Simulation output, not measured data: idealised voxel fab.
Process module heading - voxel self aligned vias
Cross-section cut: width 250 nm, square cells of 5 nm.
Reading order for cross-sections: top band down to bottom band. Underlying form: a grid of square cells. Band size: one or more rows of cells.
In this notation a band is specified by the heights of its top and bottom, in that order and in nm, after which its materials appear from left to right, each paired with its width in nm. The word "full width" attached to a single material means that material fills the band from edge to edge; the word "air" stands for empty space.
Height 0 is the level under which the wafer as received is all one material. The lowest band goes on downwards, as in "0 nm and below".
A width given as "30..40" starts at the first number in the band's top row and ends at the second number in its bottom row, shifting by an equal amount at every step from row to row.
"remained the same" for a step: no cell of the cross-section changed in that step.
Voids not open to the top, 8 cells minimum: see "Closed void list". Written width x height at distance; distance is from the left edge; nm.
Post-settings text on a step line: simulator's own remark regarding the step.
The setting "overlay nm" may be written on the line of a step. When the step uses a mask, the value reports how far to the right of the planned place the mask lay, and a negative value reports that it lay to the left.
-- Intended process steps
1,op RECEIVE | material Si
2,op CONFORMAL_DEP | material SiO2 | thk nm 10
3,op CONFORMAL_DEP | material SiCN | thk nm 5
4,op DIRECTIONAL_DEP | material lowk | thk nm 30
5,op DIRECTIONAL_DEP | material aC | thk nm 10
6,op PATTERN | tone open | mask id LINES | material resist | width nm 20 | pitch nm 70 | thk nm 25 | overlay nm 0
7,op DIRECTIONAL_ETCH | etch materials aC | depth nm 10
8,op STRIP | etch materials resist
9,op DIRECTIONAL_ETCH | etch materials lowk | depth nm 30
10,op STRIP | etch materials aC
11,op CONFORMAL_DEP | material TiN | thk nm 5
12,op FILL_DEP | material Ru | thk nm 10
13,op CMP | height nm 45
14,op SELECTIVE_ETCH | etch materials W Ru TiN | depth nm 10
15,op FILL_DEP | material SiN | thk nm 10
16,op CMP | height nm 45
17,op DIRECTIONAL_DEP | material lowk | thk nm 15
18,op DIRECTIONAL_DEP | material aC | thk nm 10
19,op PATTERN | tone open | mask id VIAS | material resist | width nm 40 | pitch nm 70 | thk nm 25 | overlay nm 0
20,op DIRECTIONAL_ETCH | etch materials aC | depth nm 10
21,op STRIP | etch materials resist
22,op DIRECTIONAL_ETCH | etch materials lowk | depth nm 15
23,op DIRECTIONAL_ETCH | etch materials SiN | depth nm 10
24,op STRIP | etch materials aC
25,op CONFORMAL_DEP | material TiN | thk nm 5
26,op FILL_DEP | material Ru | thk nm 5
27,op CMP | height nm 60
28,op CONFORMAL_DEP | material SiCN | thk nm 5
-- Account of the first of two wafers, which was processed as intended
-- As-received wafer cross-section (after step 1)
* 0 nm and below: Si full width
* Closed void list: none
-- State of the wafer after step 2, shown in cross-section
* 10 nm to 0 nm: SiO2 full width
* Heights below 0 show no change.
-- State of the wafer after step 3, shown in cross-section
* 15 nm to 10 nm: SiCN full width
* Heights below 10 show no change.
-- State of the wafer after step 4, shown in cross-section
* 45 nm to 15 nm: lowk full width
* Heights below 15 show no change.
-- State of the wafer after step 5, shown in cross-section
* 55 nm to 45 nm: aC full width
* Heights below 45 show no change.
-- State of the wafer after step 6, shown in cross-section
* 80 nm to 55 nm: 80 nm resist  20 nm air  50 nm resist  20 nm air  80 nm resist
* Heights below 55 show no change.
-- State of the wafer after step 7, shown in cross-section
* 70 nm to 55 nm: 80 nm resist  20 nm air  50 nm resist  20 nm air  80 nm resist
* 55 nm to 45 nm: 80 nm aC  20 nm air  50 nm aC  20 nm air  80 nm aC
* Heights below 45 show no change.
-- State of the wafer after step 8, shown in cross-section
* 55 nm to 45 nm: 80 nm aC  20 nm air  50 nm aC  20 nm air  80 nm aC
* Heights below 45 show no change.
-- State of the wafer after step 9, shown in cross-section
* 55 nm to 45 nm: 80 nm aC  20 nm air  50 nm aC  20 nm air  80 nm aC
* 45 nm to 15 nm: 80 nm lowk  20 nm air  50 nm lowk  20 nm air  80 nm lowk
* Heights below 15 show no change.
-- State of the wafer after step 10, shown in cross-section
* 45 nm to 15 nm: 80 nm lowk  20 nm air  50 nm lowk  20 nm air  80 nm lowk
* Heights below 15 show no change.
-- State of the wafer after step 11, shown in cross-section
* 50 nm to 45 nm: 85 nm TiN  10 nm air  60 nm TiN  10 nm air  85 nm TiN
* 45 nm to 20 nm: 80 nm lowk  5 nm TiN  10 nm air  5 nm TiN  50 nm lowk  5 nm TiN  10 nm air  5 nm TiN  80 nm lowk
* 20 nm to 15 nm: 80 nm lowk  20 nm TiN  50 nm lowk  20 nm TiN  80 nm lowk
* Heights below 15 show no change.
-- State of the wafer after step 12, shown in cross-section
* 60 nm to 50 nm: Ru full width
* 50 nm to 45 nm: 85 nm TiN  10 nm Ru  60 nm TiN  10 nm Ru  85 nm TiN
* 45 nm to 20 nm: 80 nm lowk  5 nm TiN  10 nm Ru  5 nm TiN  50 nm lowk  5 nm TiN  10 nm Ru  5 nm TiN  80 nm lowk
* Heights below 20 show no change.
-- State of the wafer after step 13, shown in cross-section
* 45 nm to 20 nm: 80 nm lowk  5 nm TiN  10 nm Ru  5 nm TiN  50 nm lowk  5 nm TiN  10 nm Ru  5 nm TiN  80 nm lowk
* Heights below 20 show no change.
-- State of the wafer after step 14, shown in cross-section
* 45 nm to 35 nm: 80 nm lowk  20 nm air  50 nm lowk  20 nm air  80 nm lowk
* Heights below 35 show no change.
-- State of the wafer after step 15, shown in cross-section
* 55 nm to 45 nm: SiN full width
* 45 nm to 35 nm: 80 nm lowk  20 nm SiN  50 nm lowk  20 nm SiN  80 nm lowk
* Heights below 35 show no change.
-- State of the wafer after step 16, shown in cross-section
* 45 nm to 35 nm: 80 nm lowk  20 nm SiN  50 nm lowk  20 nm SiN  80 nm lowk
* Heights below 35 show no change.
-- State of the wafer after step 17, shown in cross-section
* 60 nm to 45 nm: lowk full width
* Heights below 45 show no change.
-- State of the wafer after step 18, shown in cross-section
* 70 nm to 60 nm: aC full width
* Heights below 60 show no change.
-- State of the wafer after step 19, shown in cross-section
* 95 nm to 70 nm: 70 nm resist  40 nm air  30 nm resist  40 nm air  70 nm resist
* Heights below 70 show no change.
-- State of the wafer after step 20, shown in cross-section
* 85 nm to 70 nm: 70 nm resist  40 nm air  30 nm resist  40 nm air  70 nm resist
* 70 nm to 60 nm: 70 nm aC  40 nm air  30 nm aC  40 nm air  70 nm aC
* Heights below 60 show no change.
-- State of the wafer after step 21, shown in cross-section
* 70 nm to 60 nm: 70 nm aC  40 nm air  30 nm aC  40 nm air  70 nm aC
* Heights below 60 show no change.
-- State of the wafer after step 22, shown in cross-section
* 70 nm to 60 nm: 70 nm aC  40 nm air  30 nm aC  40 nm air  70 nm aC
* 60 nm to 45 nm: 70 nm lowk  40 nm air  30 nm lowk  40 nm air  70 nm lowk
* Heights below 45 show no change.
-- State of the wafer after step 23, shown in cross-section
* 70 nm to 60 nm: 70 nm aC  40 nm air  30 nm aC  40 nm air  70 nm aC
* 60 nm to 45 nm: 70 nm lowk  40 nm air  30 nm lowk  40 nm air  70 nm lowk
* 45 nm to 35 nm: 80 nm lowk  20 nm air  50 nm lowk  20 nm air  80 nm lowk
* Heights below 35 show no change.
-- State of the wafer after step 24, shown in cross-section
* 60 nm to 45 nm: 70 nm lowk  40 nm air  30 nm lowk  40 nm air  70 nm lowk
* Heights below 45 show no change.
-- State of the wafer after step 25, shown in cross-section
* 65 nm to 60 nm: 75 nm TiN  30 nm air  40 nm TiN  30 nm air  75 nm TiN
* 60 nm to 50 nm: 70 nm lowk  5 nm TiN  30 nm air  5 nm TiN  30 nm lowk  5 nm TiN  30 nm air  5 nm TiN  70 nm lowk
* 50 nm to 40 nm: 70..80 nm lowk  15..5 nm TiN  10 nm air  15..5 nm TiN  30..50 nm lowk  15..5 nm TiN  10 nm air  15..5 nm TiN  70..80 nm lowk
* 40 nm to 35 nm: 80 nm lowk  20 nm TiN  50 nm lowk  20 nm TiN  80 nm lowk
* Heights below 35 show no change.
-- State of the wafer after step 26, shown in cross-section
* 70 nm to 65 nm: Ru full width
* 65 nm to 60 nm: 75 nm TiN  30 nm Ru  40 nm TiN  30 nm Ru  75 nm TiN
* 60 nm to 50 nm: 70 nm lowk  5 nm TiN  30 nm Ru  5 nm TiN  30 nm lowk  5 nm TiN  30 nm Ru  5 nm TiN  70 nm lowk
* 50 nm to 40 nm: 70..80 nm lowk  15..5 nm TiN  10 nm Ru  15..5 nm TiN  30..50 nm lowk  15..5 nm TiN  10 nm Ru  15..5 nm TiN  70..80 nm lowk
* Heights below 40 show no change.
-- State of the wafer after step 27, shown in cross-section
* 60 nm to 50 nm: 70 nm lowk  5 nm TiN  30 nm Ru  5 nm TiN  30 nm lowk  5 nm TiN  30 nm Ru  5 nm TiN  70 nm lowk
* Heights below 50 show no change.
-- State of the wafer after step 28, shown in cross-section
* 65 nm to 60 nm: SiCN full width
* Heights below 60 show no change.
-- Second Wafer (Identical Start and Plan, One Processing Error; Matches First Wafer Through Step 5)
-- The second wafer in cross-section, at the planned close of step 6
* 80 nm to 55 nm: 75 nm resist  30 nm air  40 nm resist  30 nm air  75 nm resist
* Heights below 55 show no change.
-- The second wafer in cross-section, at the planned close of step 7
* 70 nm to 55 nm: 75 nm resist  30 nm air  40 nm resist  30 nm air  75 nm resist
* 55 nm to 45 nm: 75 nm aC  30 nm air  40 nm aC  30 nm air  75 nm aC
* Heights below 45 show no change.
-- The second wafer in cross-section, at the planned close of step 8
* 55 nm to 45 nm: 75 nm aC  30 nm air  40 nm aC  30 nm air  75 nm aC
* Heights below 45 show no change.
-- The second wafer in cross-section, at the planned close of step 9
* 55 nm to 45 nm: 75 nm aC  30 nm air  40 nm aC  30 nm air  75 nm aC
* 45 nm to 15 nm: 75 nm lowk  30 nm air  40 nm lowk  30 nm air  75 nm lowk
* Heights below 15 show no change.
-- The second wafer in cross-section, at the planned close of step 10
* 45 nm to 15 nm: 75 nm lowk  30 nm air  40 nm lowk  30 nm air  75 nm lowk
* Heights below 15 show no change.
-- The second wafer in cross-section, at the planned close of step 11
* 50 nm to 45 nm: 80 nm TiN  20 nm air  50 nm TiN  20 nm air  80 nm TiN
* 45 nm to 20 nm: 75 nm lowk  5 nm TiN  20 nm air  5 nm TiN  40 nm lowk  5 nm TiN  20 nm air  5 nm TiN  75 nm lowk
* 20 nm to 15 nm: 75 nm lowk  30 nm TiN  40 nm lowk  30 nm TiN  75 nm lowk
* Heights below 15 show no change.
-- The second wafer in cross-section, at the planned close of step 12
* 60 nm to 50 nm: Ru full width
* 50 nm to 45 nm: 80 nm TiN  20 nm Ru  50 nm TiN  20 nm Ru  80 nm TiN
* 45 nm to 20 nm: 75 nm lowk  5 nm TiN  20 nm Ru  5 nm TiN  40 nm lowk  5 nm TiN  20 nm Ru  5 nm TiN  75 nm lowk
* Heights below 20 show no change.
-- The second wafer in cross-section, at the planned close of step 13
* 45 nm to 20 nm: 75 nm lowk  5 nm TiN  20 nm Ru  5 nm TiN  40 nm lowk  5 nm TiN  20 nm Ru  5 nm TiN  75 nm lowk
* Heights below 20 show no change.
-- The second wafer in cross-section, at the planned close of step 14
* 45 nm to 35 nm: 75 nm lowk  30 nm air  40 nm lowk  30 nm air  75 nm lowk
* Heights below 35 show no change.
-- The second wafer in cross-section, at the planned close of step 15
* 55 nm to 45 nm: SiN full width
* 45 nm to 35 nm: 75 nm lowk  30 nm SiN  40 nm lowk  30 nm SiN  75 nm lowk
* Heights below 35 show no change.
-- The second wafer in cross-section, at the planned close of step 16
* 45 nm to 35 nm: 75 nm lowk  30 nm SiN  40 nm lowk  30 nm SiN  75 nm lowk
* Heights below 35 show no change.
-- The second wafer in cross-section, at the planned close of step 17
* 60 nm to 45 nm: lowk full width
* Heights below 45 show no change.
-- The second wafer in cross-section, at the planned close of step 18
* 70 nm to 60 nm: aC full width
* Heights below 60 show no change.
-- The second wafer in cross-section, at the planned close of step 19
* 95 nm to 70 nm: 70 nm resist  40 nm air  30 nm resist  40 nm air  70 nm resist
* Heights below 70 show no change.
-- The second wafer in cross-section, at the planned close of step 20
* 85 nm to 70 nm: 70 nm resist  40 nm air  30 nm resist  40 nm air  70 nm resist
* 70 nm to 60 nm: 70 nm aC  40 nm air  30 nm aC  40 nm air  70 nm aC
* Heights below 60 show no change.
-- The second wafer in cross-section, at the planned close of step 21
* 70 nm to 60 nm: 70 nm aC  40 nm air  30 nm aC  40 nm air  70 nm aC
* Heights below 60 show no change.
-- The second wafer in cross-section, at the planned close of step 22
* 70 nm to 60 nm: 70 nm aC  40 nm air  30 nm aC  40 nm air  70 nm aC
* 60 nm to 45 nm: 70 nm lowk  40 nm air  30 nm lowk  40 nm air  70 nm lowk
* Heights below 45 show no change.
-- The second wafer in cross-section, at the planned close of step 23
* 70 nm to 60 nm: 70 nm aC  40 nm air  30 nm aC  40 nm air  70 nm aC
* 60 nm to 45 nm: 70 nm lowk  40 nm air  30 nm lowk  40 nm air  70 nm lowk
* 45 nm to 35 nm: 75 nm lowk  30 nm air  40 nm lowk  30 nm air  75 nm lowk
* Heights below 35 show no change.
-- The second wafer in cross-section, at the planned close of step 24
* 60 nm to 45 nm: 70 nm lowk  40 nm air  30 nm lowk  40 nm air  70 nm lowk
* Heights below 45 show no change.
-- The second wafer in cross-section, at the planned close of step 25
* 65 nm to 60 nm: 75 nm TiN  30 nm air  40 nm TiN  30 nm air  75 nm TiN
* 60 nm to 50 nm: 70 nm lowk  5 nm TiN  30 nm air  5 nm TiN  30 nm lowk  5 nm TiN  30 nm air  5 nm TiN  70 nm lowk
* 50 nm to 40 nm: 70..75 nm lowk  10..5 nm TiN  20 nm air  10..5 nm TiN  30..40 nm lowk  10..5 nm TiN  20 nm air  10..5 nm TiN  70..75 nm lowk
* 40 nm to 35 nm: 75 nm lowk  30 nm TiN  40 nm lowk  30 nm TiN  75 nm lowk
* Heights below 35 show no change.
-- The second wafer in cross-section, at the planned close of step 26
* 70 nm to 65 nm: Ru full width
* 65 nm to 60 nm: 75 nm TiN  30 nm Ru  40 nm TiN  30 nm Ru  75 nm TiN
* 60 nm to 50 nm: 70 nm lowk  5 nm TiN  30 nm Ru  5 nm TiN  30 nm lowk  5 nm TiN  30 nm Ru  5 nm TiN  70 nm lowk
* 50 nm to 40 nm: 70..75 nm lowk  10..5 nm TiN  20 nm Ru  10..5 nm TiN  30..40 nm lowk  10..5 nm TiN  20 nm Ru  10..5 nm TiN  70..75 nm lowk
* Heights below 40 show no change.
-- The second wafer in cross-section, at the planned close of step 27
* 60 nm to 50 nm: 70 nm lowk  5 nm TiN  30 nm Ru  5 nm TiN  30 nm lowk  5 nm TiN  30 nm Ru  5 nm TiN  70 nm lowk
* Heights below 50 show no change.
-- The second wafer in cross-section, at the planned close of step 28
* 65 nm to 60 nm: SiCN full width
* Heights below 60 show no change.
Which mistake was made when the wafer was run? step 6: run off-plan, actual operation and settings op PATTERN | tone open | mask id LINES | material resist | width nm 30 | pitch nm 70 | thk nm 25 | overlay nm 0
Final tally in cells, some materials are higher or lower on the second wafer than on the first: +20 Ru, +4 TiN, -24 lowk
